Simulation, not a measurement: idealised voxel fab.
The following is a process module called voxel ribs on slabs.
Cross-sectional view cut (width: 255 nm; square cell size: 5 nm).
The cross-sections in this document take the form of a grid made of square cells. They are written out as bands, in order from top to bottom. Each band consists of one or more rows of cells. Per band: top height and bottom height in nm, followed by the left-to-right materials and their widths in nm; "edge to edge" marks a single material spanning edge to edge, "empty" marks empty space. Where do heights start? At 0: under that level the wafer as delivered is made of one material only. And the lowest band has no floor; it just carries on downward, as in "0 and below". Width: "30 to 40" (first number = top row, second number = bottom row, same change from row to row of cells). The cross-section has no changed cell in any step marked "remained unchanged". Empty spaces without an open route to the top, at least 8 cells in extent, make up the entry "Encapsulated voids"; each is given as width x height at distance, where the distance is measured from the left edge, and all are in nm. Heads up: the bit after the settings on a step's line is the simulator's remark on that step. The optional step-line setting "overlay nm" applies to steps with a mask and quantifies how far to the right of its planned location the mask lay, a negative value indicating leftward placement.

List of planned process steps:
step 1: RECEIVE [material Si]
step 2: DIRECTIONAL_DEP [material SiO2] [thk nm 30]
step 3: DIRECTIONAL_DEP [material polySi] [thk nm 15]
step 4: MASKED_ETCH [tone cover] [mask id RIB] [width nm 20] [etch materials polySi] [depth nm 10] [overlay nm 0]
step 5: DIRECTIONAL_DEP [material aC] [thk nm 10]
step 6: PATTERN [tone cover] [mask id SLAB] [material resist] [width nm 80] [thk nm 25] [overlay nm 0]
step 7: DIRECTIONAL_ETCH [etch materials aC] [depth nm 10]
step 8: STRIP [etch materials resist]
step 9: DIRECTIONAL_ETCH [etch materials polySi] [depth nm 5]
step 10: STRIP [etch materials aC]
step 11: FILL_DEP [material SiO2] [thk nm 20]
step 12: CMP [height nm 60]
step 13: DIRECTIONAL_DEP [material W] [thk nm 10]
step 14: DIRECTIONAL_DEP [material aC] [thk nm 15]
step 15: PATTERN [tone cover] [mask id HEATER] [material resist] [width nm 30] [thk nm 30] [overlay nm 0]
step 16: DIRECTIONAL_ETCH [etch materials aC] [depth nm 15]
step 17: STRIP [etch materials resist]
step 18: DIRECTIONAL_ETCH [etch materials W] [depth nm 10]
step 19: STRIP [etch materials aC]
step 20: CONFORMAL_DEP [material SiO2] [thk nm 10]

First of the two wafers, run per plan:

Received-state cross-section, reflecting completion of step 1:
0 and below  Si edge to edge
Encapsulated voids: none

State of the wafer after step 2, shown in cross-section:
30 down to 0  SiO2 edge to edge
Whatever lies below 0 is exactly as it was before.

State of the wafer after step 3, shown in cross-section:
45 down to 30  polySi edge to edge
Whatever lies below 30 is exactly as it was before.

State of the wafer after step 4, shown in cross-section:
45 down to 35  empty 115 nm, polySi 20 nm, empty 120 nm
Whatever lies below 35 is exactly as it was before.

State of the wafer after step 5, shown in cross-section:
55 down to 45  empty 115 nm, aC 20 nm, empty 120 nm
45 down to 35  aC 115 nm, polySi 20 nm, aC 120 nm
Whatever lies below 35 is exactly as it was before.

State of the wafer after step 6, shown in cross-section:
80 down to 55  empty 85 nm, resist 80 nm, empty 90 nm
55 down to 45  empty 85 nm, resist 30 nm, aC 20 nm, resist 30 nm, empty 90 nm
Whatever lies below 45 is exactly as it was before.

State of the wafer after step 7, shown in cross-section:
70 down to 55  empty 85 nm, resist 80 nm, empty 90 nm
55 down to 45  empty 85 nm, resist 30 nm, aC 20 nm, resist 30 nm, empty 90 nm
45 down to 35  empty 85 nm, aC 30 nm, polySi 20 nm, aC 30 nm, empty 90 nm
Whatever lies below 35 is exactly as it was before.

State of the wafer after step 8, shown in cross-section:
55 down to 45  empty 115 nm, aC 20 nm, empty 120 nm
Whatever lies below 45 is exactly as it was before.

State of the wafer after step 9, shown in cross-section:
55 down to 45  empty 115 nm, aC 20 nm, empty 120 nm
45 down to 35  empty 85 nm, aC 30 nm, polySi 20 nm, aC 30 nm, empty 90 nm
35 down to 30  empty 85 nm, polySi 80 nm, empty 90 nm
Whatever lies below 30 is exactly as it was before.

State of the wafer after step 10, shown in cross-section:
45 down to 35  empty 115 nm, polySi 20 nm, empty 120 nm
Whatever lies below 35 is exactly as it was before.

State of the wafer after step 11, shown in cross-section:
65 down to 45  SiO2 edge to edge
45 down to 35  SiO2 115 nm, polySi 20 nm, SiO2 120 nm
35 down to 30  SiO2 85 nm, polySi 80 nm, SiO2 90 nm
Whatever lies below 30 is exactly as it was before.

State of the wafer after step 12, shown in cross-section:
60 down to 45  SiO2 edge to edge
Whatever lies below 45 is exactly as it was before.

State of the wafer after step 13, shown in cross-section:
70 down to 60  W edge to edge
Whatever lies below 60 is exactly as it was before.

State of the wafer after step 14, shown in cross-section:
85 down to 70  aC edge to edge
Whatever lies below 70 is exactly as it was before.

State of the wafer after step 15, shown in cross-section:
115 down to 85  empty 110 nm, resist 30 nm, empty 115 nm
Whatever lies below 85 is exactly as it was before.

State of the wafer after step 16, shown in cross-section:
100 down to 85  empty 110 nm, resist 30 nm, empty 115 nm
85 down to 70  empty 110 nm, aC 30 nm, empty 115 nm
Whatever lies below 70 is exactly as it was before.

State of the wafer after step 17, shown in cross-section:
85 down to 70  empty 110 nm, aC 30 nm, empty 115 nm
Whatever lies below 70 is exactly as it was before.

State of the wafer after step 18, shown in cross-section:
85 down to 70  empty 110 nm, aC 30 nm, empty 115 nm
70 down to 60  empty 110 nm, W 30 nm, empty 115 nm
Whatever lies below 60 is exactly as it was before.

State of the wafer after step 19, shown in cross-section:
70 down to 60  empty 110 nm, W 30 nm, empty 115 nm
Whatever lies below 60 is exactly as it was before.

State of the wafer after step 20, shown in cross-section:
80 down to 70  empty 100 nm, SiO2 50 nm, empty 105 nm
70 down to 60  SiO2 110 nm, W 30 nm, SiO2 115 nm
Whatever lies below 60 is exactly as it was before.

Second wafer - shared start and plan with the first - one error in running - same as the first up to step 19 inclusive:

Second wafer profile in section, at the moment step 20 of the plan was meant to be complete: remained unchanged
Run error: step 20 of the plan: omitted, not performed
The closing comparison, in cells, has the second wafer with more or fewer of some materials than the first: SiO2: 110 fewer
